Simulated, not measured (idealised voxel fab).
Title: Process Module voxel ribs on slabs
The cross-section shown here is cut; it is 270 nm wide and divided into square cells measuring 5 nm on a side.
A cross-section is a grid of square cells, given in bands from the top down. A band is one or more rows of cells. Look at the band entry: it leads with the top's height and the bottom's height in nm. Then it lists the materials left to right, with a width in nm for each. The word "full width" on a single material says that material fills the band edge to edge. The word "empty" is empty space. Beneath 0, the wafer as received is one material, and that level is where height counting begins. The lowest band goes on downward without a bottom; it is written like "top 0, no bottom". Read "30 to 40" as a graded width: first number on top, second number at the bottom, same change between each pair of neighbouring rows. Any step labelled "same as before" changed none of the cells in the cross-section. "Enclosed voids" contains a list of empty spaces, each no smaller than 8 cells and without an open way to the top, written in the form width x height at distance with the distance from the left edge and all three in nm. Anything after a step's settings on that line? It's the simulator's own note about the step. For masked steps, "overlay nm" on the step line gives how far right of plan the mask actually lay; a minus sign means it lay to the left.
Process steps foreseen in the plan
- 1: RECEIVE,material Si
- 2: DIRECTIONAL_DEP,material SiO2,thk nm 20
- 3: DIRECTIONAL_DEP,material polySi,thk nm 15
- 4: MASKED_ETCH,tone cover,mask id RIB,width nm 20,etch materials polySi,depth nm 5,overlay nm 0
- 5: DIRECTIONAL_DEP,material aC,thk nm 10
- 6: PATTERN,tone cover,mask id SLAB,material resist,width nm 50,thk nm 25,overlay nm 0
- 7: DIRECTIONAL_ETCH,etch materials aC,depth nm 10
- 8: STRIP,etch materials resist
- 9: DIRECTIONAL_ETCH,etch materials polySi,depth nm 10
- 10: STRIP,etch materials aC
- 11: FILL_DEP,material SiO2,thk nm 25
- 12: CMP,height nm 50
- 13: DIRECTIONAL_DEP,material W,thk nm 5
- 14: DIRECTIONAL_DEP,material aC,thk nm 10
- 15: PATTERN,tone cover,mask id HEATER,material resist,width nm 30,thk nm 30,overlay nm 0
- 16: DIRECTIONAL_ETCH,etch materials aC,depth nm 10
- 17: STRIP,etch materials resist
- 18: DIRECTIONAL_ETCH,etch materials W,depth nm 5
- 19: STRIP,etch materials aC
- 20: CONFORMAL_DEP,material SiN,thk nm 10
First wafer out of two, processed as planned
Cross-section of the wafer upon arrival, representing the state reached after step 1
    top 0, no bottom = Si full width
    Enclosed voids: none
Step 2 complete: cross-section through the wafer
    top 20, bottom 0 = SiO2 full width
    below 0: unchanged
Step 3 complete: cross-section through the wafer
    top 35, bottom 20 = polySi full width
    below 20: unchanged
Step 4 complete: cross-section through the wafer
    top 35, bottom 30 = 125 empty  20 polySi  125 empty
    below 30: unchanged
Step 5 complete: cross-section through the wafer
    top 45, bottom 40 = 125 empty  20 aC  125 empty
    top 40, bottom 35 = aC full width
    top 35, bottom 30 = 125 aC  20 polySi  125 aC
    below 30: unchanged
Step 6 complete: cross-section through the wafer
    top 70, bottom 45 = 110 empty  50 resist  110 empty
    top 45, bottom 40 = 110 empty  15 resist  20 aC  15 resist  110 empty
    below 40: unchanged
Step 7 complete: cross-section through the wafer
    top 60, bottom 45 = 110 empty  50 resist  110 empty
    top 45, bottom 40 = 110 empty  15 resist  20 aC  15 resist  110 empty
    top 40, bottom 35 = 110 empty  50 aC  110 empty
    top 35, bottom 30 = 110 empty  15 aC  20 polySi  15 aC  110 empty
    below 30: unchanged
Step 8 complete: cross-section through the wafer
    top 45, bottom 35 = 125 to 110 empty  20 to 50 aC  125 to 110 empty
    below 35: unchanged
Step 9 complete: cross-section through the wafer
    top 45, bottom 35 = 125 to 110 empty  20 to 50 aC  125 to 110 empty
    top 35, bottom 30 = 110 empty  15 aC  20 polySi  15 aC  110 empty
    top 30, bottom 20 = 110 empty  50 polySi  110 empty
    below 20: unchanged
Step 10 complete: cross-section through the wafer
    top 35, bottom 30 = 125 empty  20 polySi  125 empty
    below 30: unchanged
Step 11 complete: cross-section through the wafer
    top 60, bottom 35 = SiO2 full width
    top 35, bottom 30 = 125 SiO2  20 polySi  125 SiO2
    top 30, bottom 20 = 110 SiO2  50 polySi  110 SiO2
    below 20: unchanged
Step 12 complete: cross-section through the wafer
    top 50, bottom 35 = SiO2 full width
    below 35: unchanged
Step 13 complete: cross-section through the wafer
    top 55, bottom 50 = W full width
    below 50: unchanged
Step 14 complete: cross-section through the wafer
    top 65, bottom 55 = aC full width
    below 55: unchanged
Step 15 complete: cross-section through the wafer
    top 95, bottom 65 = 120 empty  30 resist  120 empty
    below 65: unchanged
Step 16 complete: cross-section through the wafer
    top 85, bottom 65 = 120 empty  30 resist  120 empty
    top 65, bottom 55 = 120 empty  30 aC  120 empty
    below 55: unchanged
Step 17 complete: cross-section through the wafer
    top 65, bottom 55 = 120 empty  30 aC  120 empty
    below 55: unchanged
Step 18 complete: cross-section through the wafer
    top 65, bottom 55 = 120 empty  30 aC  120 empty
    top 55, bottom 50 = 120 empty  30 W  120 empty
    below 50: unchanged
Step 19 complete: cross-section through the wafer
    top 55, bottom 50 = 120 empty  30 W  120 empty
    below 50: unchanged
Step 20 complete: cross-section through the wafer
    top 65, bottom 60 = 110 empty  50 SiN  110 empty
    top 60, bottom 55 = SiN full width
    top 55, bottom 50 = 120 SiN  30 W  120 SiN
    below 50: unchanged
Now the other wafer: same start, same recipe, but we messed up one thing when running it. Up to and including step 2 it's the same as the first one
Second wafer: cross-section at the scheduled end of step 3
    top 50, bottom 20 = polySi full width
    below 20: unchanged
Second wafer: cross-section at the scheduled end of step 4
    top 50, bottom 45 = 125 empty  20 polySi  125 empty
    below 45: unchanged
Second wafer: cross-section at the scheduled end of step 5
    top 60, bottom 55 = 125 empty  20 aC  125 empty
    top 55, bottom 50 = aC full width
    top 50, bottom 45 = 125 aC  20 polySi  125 aC
    below 45: unchanged
Second wafer: cross-section at the scheduled end of step 6
    top 85, bottom 60 = 110 empty  50 resist  110 empty
    top 60, bottom 55 = 110 empty  15 resist  20 aC  15 resist  110 empty
    below 55: unchanged
Second wafer: cross-section at the scheduled end of step 7
    top 75, bottom 60 = 110 empty  50 resist  110 empty
    top 60, bottom 55 = 110 empty  15 resist  20 aC  15 resist  110 empty
    top 55, bottom 50 = 110 empty  50 aC  110 empty
    top 50, bottom 45 = 110 empty  15 aC  20 polySi  15 aC  110 empty
    below 45: unchanged
Second wafer: cross-section at the scheduled end of step 8
    top 60, bottom 50 = 125 to 110 empty  20 to 50 aC  125 to 110 empty
    below 50: unchanged
Second wafer: cross-section at the scheduled end of step 9
    top 60, bottom 50 = 125 to 110 empty  20 to 50 aC  125 to 110 empty
    top 50, bottom 45 = 110 empty  15 aC  20 polySi  15 aC  110 empty
    top 45, bottom 35 = 110 empty  50 polySi  110 empty
    below 35: unchanged
Second wafer: cross-section at the scheduled end of step 10
    top 50, bottom 45 = 125 empty  20 polySi  125 empty
    below 45: unchanged
Second wafer: cross-section at the scheduled end of step 11
    top 75, bottom 50 = SiO2 full width
    top 50, bottom 45 = 125 SiO2  20 polySi  125 SiO2
    top 45, bottom 35 = 110 SiO2  50 polySi  110 SiO2
    below 35: unchanged
Second wafer: cross-section at the scheduled end of step 12
    top 50, bottom 45 = 125 SiO2  20 polySi  125 SiO2
    below 45: unchanged
Second wafer: cross-section at the scheduled end of step 13
    top 55, bottom 50 = W full width
    below 50: unchanged
Second wafer: cross-section at the scheduled end of step 14
    top 65, bottom 55 = aC full width
    below 55: unchanged
Second wafer: cross-section at the scheduled end of step 15
    top 95, bottom 65 = 120 empty  30 resist  120 empty
    below 65: unchanged
Second wafer: cross-section at the scheduled end of step 16
    top 85, bottom 65 = 120 empty  30 resist  120 empty
    top 65, bottom 55 = 120 empty  30 aC  120 empty
    below 55: unchanged
Second wafer: cross-section at the scheduled end of step 17
    top 65, bottom 55 = 120 empty  30 aC  120 empty
    below 55: unchanged
Second wafer: cross-section at the scheduled end of step 18
    top 65, bottom 55 = 120 empty  30 aC  120 empty
    top 55, bottom 50 = 120 empty  30 W  120 empty
    below 50: unchanged
Second wafer: cross-section at the scheduled end of step 19
    top 55, bottom 50 = 120 empty  30 W  120 empty
    below 50: unchanged
Second wafer: cross-section at the scheduled end of step 20
    top 65, bottom 60 = 110 empty  50 SiN  110 empty
    top 60, bottom 55 = SiN full width
    top 55, bottom 50 = 120 SiN  30 W  120 SiN
    below 50: unchanged
Finding, execution versus plan: twice over, step 3 of the plan was run
Count the cells at the end and the second wafer has more or fewer of some materials than the first: SiO2 -162 | polySi +162
